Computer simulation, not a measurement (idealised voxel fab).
Process module under the name voxel quadruple lines
The width of the displayed cross-section, cut, is 230 nm; its cells are square, with a size of 5 nm.
Reading order for cross-sections: top band down to bottom band. Underlying form: a grid of square cells. Band size: one or more rows of cells. Quick guide to a band line: top height, bottom height (nm) up front; then every material left to right with its width in nm. Only one material and it's marked "edge to edge"? Then it fills the band edge to edge. And "blank" just means empty space. It should be noted that heights are counted from 0, beneath which the wafer as supplied is of one material throughout, and that the lowest band possesses no lower boundary but continues downward, as written in "0 -> down". Read "30 to 40" as a graded width: first number on top, second number at the bottom, same change between each pair of neighbouring rows. No cell of the cross-section changed in a step that is given as "nothing different". "Cavities, closed" enumerates empty spaces isolated from the top, with no open way to it, that contain at least 8 cells, giving each as width x height at distance from the left edge, all three in nm. Formally, on a step line, whatever follows the settings is a remark that the simulator itself makes on the step. The line of a step may include "overlay nm". On a step with a mask, this value is how far to the right of its planned place the mask lay. A negative value means the mask lay to the left.
# These are the steps we planned for the process
| 1 | RECEIVE | material Si |
| 2 | CONFORMAL_DEP | material SiO2 | thk nm 10 |
| 3 | DIRECTIONAL_DEP | material Ru | thk nm 10 |
| 4 | DIRECTIONAL_DEP | material polySi | thk nm 20 |
| 5 | DIRECTIONAL_DEP | material aC | thk nm 20 |
| 6 | PATTERN | tone cover | mask id MANDREL | material resist | width nm 35 | pitch nm 100 | thk nm 30 | overlay nm 0 |
| 7 | DIRECTIONAL_ETCH | etch materials aC | depth nm 20 |
| 8 | STRIP | etch materials resist |
| 9 | CONFORMAL_DEP | material SiO2 | thk nm 15 |
| 10 | DIRECTIONAL_ETCH | etch materials SiO2 | depth nm 15 |
| 11 | STRIP | etch materials aC |
| 12 | DIRECTIONAL_ETCH | etch materials polySi | depth nm 20 |
| 13 | STRIP | etch materials SiO2 |
| 14 | CONFORMAL_DEP | material SiN | thk nm 10 |
| 15 | DIRECTIONAL_ETCH | etch materials SiN | depth nm 10 |
| 16 | STRIP | etch materials polySi |
| 17 | DIRECTIONAL_ETCH | etch materials Ru | depth nm 10 |
| 18 | STRIP | etch materials SiN |
# as received, after step 1
	0 -> down: Si edge to edge
	Cavities, closed: none
# Cross-section taken at module completion on the first of two wafers; processed per the plan
	20 -> 10: 20 blank / 10 Ru / 15 blank / 10 Ru / 15 blank / 10 Ru / 15 blank / 10 Ru / 15 blank / 10 Ru / 15 blank / 10 Ru / 15 blank / 10 Ru / 15 blank / 10 Ru / 25 blank
	10 -> 0: SiO2 edge to edge
	0 -> down: Si edge to edge
	Cavities, closed: none
# Here is the second of the two wafers cut open at the end of the module - same start, same plan as the first one, but we made one mistake running it
	20 -> 10: 35 blank / 10 Ru / 15 blank / 5 Ru / 15 blank / 10 Ru / 45 blank / 10 Ru / 15 blank / 5 Ru / 15 blank / 10 Ru / 40 blank
	10 -> 0: SiO2 edge to edge
	0 -> down: Si edge to edge
	Cavities, closed: none
Error vs. plan: step 6 ran differently from the plan; actual operation with settings: PATTERN | tone open | mask id MANDREL | material resist | width nm 35 | pitch nm 100 | thk nm 30 | overlay nm 0
Final cells, second wafer relative to first, materials higher or lower: Ru -12
